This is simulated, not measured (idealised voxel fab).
The following is a process module called voxel transistor to metal.
Cross-sectional view cut (width: 175 nm; square cell size: 5 nm).
Each cross-section below is a grid of square cells, stated as bands in top-down order, with one or more rows of cells making up each band.
Per band: top height and bottom height in nm, followed by the left-to-right materials and their widths in nm; "everywhere" marks a single material spanning edge to edge, "blank" marks empty space.
Heights are expressed relative to 0, this being the level below which the as-received wafer comprises one material exclusively. The lowest band is unbounded in the downward direction and is denoted as in "0 and below".
The notation "30..40" denotes a width that varies across the rows of cells in the band, beginning at the first number in the top row, finishing at the second number in the bottom row, and changing by an identical amount from each row to the next.
It should be understood that the words "nothing altered", when stated for a given step, signify that the cross-section underwent no change in any of its cells during that step.
You'll see "Enclosed void catalog" listing empty spaces that have no way open to the top, as long as they're 8 cells or more; the notation is width x height at distance, where the distance is from the left edge, and all of it is in nm.
Post-settings text on a step line: simulator's own remark regarding the step.
The setting "overlay nm" may be written on the line of a step. When the step uses a mask, the value reports how far to the right of the planned place the mask lay, and a negative value reports that it lay to the left.

These are the steps we planned for the process
1: op RECEIVE | material Si
2: op CONFORMAL_DEP | material SiO2 | thk nm 5
3: op CONFORMAL_DEP | material SiN | thk nm 10
4: op PATTERN | tone cover | mask id ACTIVE | material resist | width nm 115 | thk nm 15 | overlay nm 0
5: op DIRECTIONAL_ETCH | etch materials SiN | depth nm 10
6: op DIRECTIONAL_ETCH | etch materials SiO2 | depth nm 5
7: op DIRECTIONAL_ETCH | etch materials Si | depth nm 30
8: op STRIP | etch materials resist
9: op FILL_DEP | material SiO2 | thk nm 10
10: op CMP | height nm 15
11: op SELECTIVE_ETCH | etch materials SiO2 | depth nm 5
12: op STRIP | etch materials SiN
13: op SELECTIVE_ETCH | etch materials SiO2 | depth nm 5
14: op OXIDIZE | depth nm 5
15: op DIRECTIONAL_DEP | material polySi | thk nm 25
16: op DIRECTIONAL_DEP | material SiCN | thk nm 10
17: op DIRECTIONAL_DEP | material aC | thk nm 15
18: op PATTERN | tone cover | mask id GATE | material resist | width nm 25 | thk nm 30 | overlay nm 0
19: op DIRECTIONAL_ETCH | etch materials aC | depth nm 15
20: op STRIP | etch materials resist
21: op DIRECTIONAL_ETCH | etch materials SiCN | depth nm 20
22: op DIRECTIONAL_ETCH | etch materials polySi | depth nm 35
23: op STRIP | etch materials aC
24: op CONFORMAL_DEP | material SiO2 | thk nm 5
25: op DIRECTIONAL_ETCH | etch materials SiO2 | depth nm 5
26: op CONFORMAL_DEP | material SiN | thk nm 10
27: op DIRECTIONAL_ETCH | etch materials SiN | depth nm 10
28: op DIRECTIONAL_ETCH | etch materials SiO2 | depth nm 5
29: op EPI | material SiGe | thk nm 5
30: op FILL_DEP | material SiO2 | thk nm 5
31: op CMP | height nm 25
32: op STRIP | etch materials polySi
33: op SELECTIVE_ETCH | etch materials SiO2 | depth nm 5
34: op CONFORMAL_DEP | material HfO2 | thk nm 5
35: op CONFORMAL_DEP | material TiN | thk nm 5
36: op FILL_DEP | material W | thk nm 5
37: op CMP | height nm 20
38: op DIRECTIONAL_DEP | material SiO2 | thk nm 15
39: op DIRECTIONAL_DEP | material aC | thk nm 10
40: op PATTERN | tone open | mask id CONTACT | material resist | width nm 15 | pitch nm 80 | thk nm 25 | overlay nm 0
41: op DIRECTIONAL_ETCH | etch materials aC | depth nm 10
42: op STRIP | etch materials resist
43: op DIRECTIONAL_ETCH | etch materials SiO2 | depth nm 35
44: op STRIP | etch materials aC
45: op CONFORMAL_DEP | material TiN | thk nm 5
46: op FILL_DEP | material Ru | thk nm 5
47: op CMP | height nm 35
48: op CONFORMAL_DEP | material SiN | thk nm 5
49: op DIRECTIONAL_DEP | material SiO2 | thk nm 15
50: op MASKED_ETCH | tone open | mask id METAL_1 | width nm 15 | pitch nm 80 | etch materials SiO2 | depth nm 15 | overlay nm 0
51: op MASKED_ETCH | tone open | mask id METAL_1 | width nm 15 | pitch nm 80 | etch materials SiN | depth nm 5 | overlay nm 0
52: op CONFORMAL_DEP | material TiN | thk nm 5
53: op FILL_DEP | material Cu | thk nm 10
54: op CMP | height nm 55
55: op EPI | material Ru | thk nm 5
56: op FILL_DEP | material SiCN | thk nm 5
57: op DIRECTIONAL_DEP | material SiO2 | thk nm 30
58: op MASKED_ETCH | tone open | mask id METAL_2 | width nm 15 | pitch nm 80 | etch materials SiO2 | depth nm 20 | overlay nm 0
59: op PATTERN | tone open | mask id METAL_2_HOLES | material resist | width nm 15 | pitch nm 80 | thk nm 20 | overlay nm 0
60: op DIRECTIONAL_ETCH | etch materials SiO2 | depth nm 10
61: op DIRECTIONAL_ETCH | etch materials SiCN | depth nm 5
62: op STRIP | etch materials resist
63: op CONFORMAL_DEP | material TiN | thk nm 5
64: op FILL_DEP | material Cu | thk nm 10
65: op CMP | height nm 95
66: op CONFORMAL_DEP | material SiCN | thk nm 5

Delivered wafer in cross-section: state after step 1
0 and below | Si everywhere
Enclosed void catalog: none

The first of two wafers, cross-sectioned at the end of the module, with the run proceeding as planned
100 down to 95 | SiCN everywhere
95 down to 65 | SiO2 40 / TiN 5 / Cu 5 / TiN 5 / SiO2 65 / TiN 5 / Cu 5 / TiN 5 / SiO2 40
65 down to 60 | SiCN 40 / TiN 15 / SiCN 65 / TiN 15 / SiCN 40
60 down to 55 | SiCN 35 / Ru 25 / SiCN 55 / Ru 25 / SiCN 35
55 down to 40 | SiO2 40 / TiN 5 / Cu 5 / TiN 5 / SiO2 65 / TiN 5 / Cu 5 / TiN 5 / SiO2 40
40 down to 35 | SiN 40 / TiN 15 / SiN 65 / TiN 15 / SiN 40
35 down to 20 | SiO2 40 / TiN 5 / Ru 5 / TiN 5 / SiO2 65 / TiN 5 / Ru 5 / TiN 5 / SiO2 40
20 down to 5 | SiO2 40 / TiN 5 / Ru 5 / TiN 5 / SiO2 5 / SiN 10 / HfO2 5 / TiN 5 / W 15 / TiN 5 / HfO2 5 / SiN 10 / SiO2 5 / TiN 5 / Ru 5 / TiN 5 / SiO2 40
5 down to 0 | SiO2 30 / SiN 10 / TiN 15 / SiO2 5 / SiN 10 / HfO2 5 / TiN 25 / HfO2 5 / SiN 10 / SiO2 5 / TiN 15 / SiN 10 / SiO2 30
0 down to -5 | SiO2 40 / SiGe 20 / SiO2 10 / HfO2 35 / SiO2 10 / SiGe 20 / SiO2 40
-5 down to -30 | SiO2 30 / Si 115 / SiO2 30
-30 and below | Si everywhere
Enclosed void catalog: none

Wafer two cross-section, module end. Start and plan unchanged from wafer one; one mistake made during the run
100 down to 95 | SiCN everywhere
95 down to 65 | SiO2 40 / TiN 5 / Cu 5 / TiN 5 / SiO2 65 / TiN 5 / Cu 5 / TiN 5 / SiO2 40
65 down to 60 | SiCN 40 / TiN 15 / SiCN 65 / TiN 15 / SiCN 40
60 down to 55 | SiCN 35 / Ru 25 / SiCN 55 / Ru 25 / SiCN 35
55 down to 50 | SiN 40 / TiN 15 / SiN 65 / TiN 15 / SiN 40
50 down to 35 | SiO2 everywhere
35 down to 20 | SiO2 40 / TiN 5 / Ru 5 / TiN 5 / SiO2 65 / TiN 5 / Ru 5 / TiN 5 / SiO2 40
20 down to 5 | SiO2 40 / TiN 5 / Ru 5 / TiN 5 / SiO2 5 / SiN 10 / HfO2 5 / TiN 5 / W 15 / TiN 5 / HfO2 5 / SiN 10 / SiO2 5 / TiN 5 / Ru 5 / TiN 5 / SiO2 40
5 down to 0 | SiO2 30 / SiN 10 / TiN 15 / SiO2 5 / SiN 10 / HfO2 5 / TiN 25 / HfO2 5 / SiN 10 / SiO2 5 / TiN 15 / SiN 10 / SiO2 30
0 down to -5 | SiO2 40 / SiGe 20 / SiO2 10 / HfO2 35 / SiO2 10 / SiGe 20 / SiO2 40
-5 down to -30 | SiO2 30 / Si 115 / SiO2 30
-30 and below | Si everywhere
Enclosed void catalog: none
The plan and the run diverged here: plan steps 48 and 49 run swapped
Materials where the second wafer ends with more or fewer cells than the first: Cu: 6 fewer, SiO2: 18 more, TiN: 12 fewer
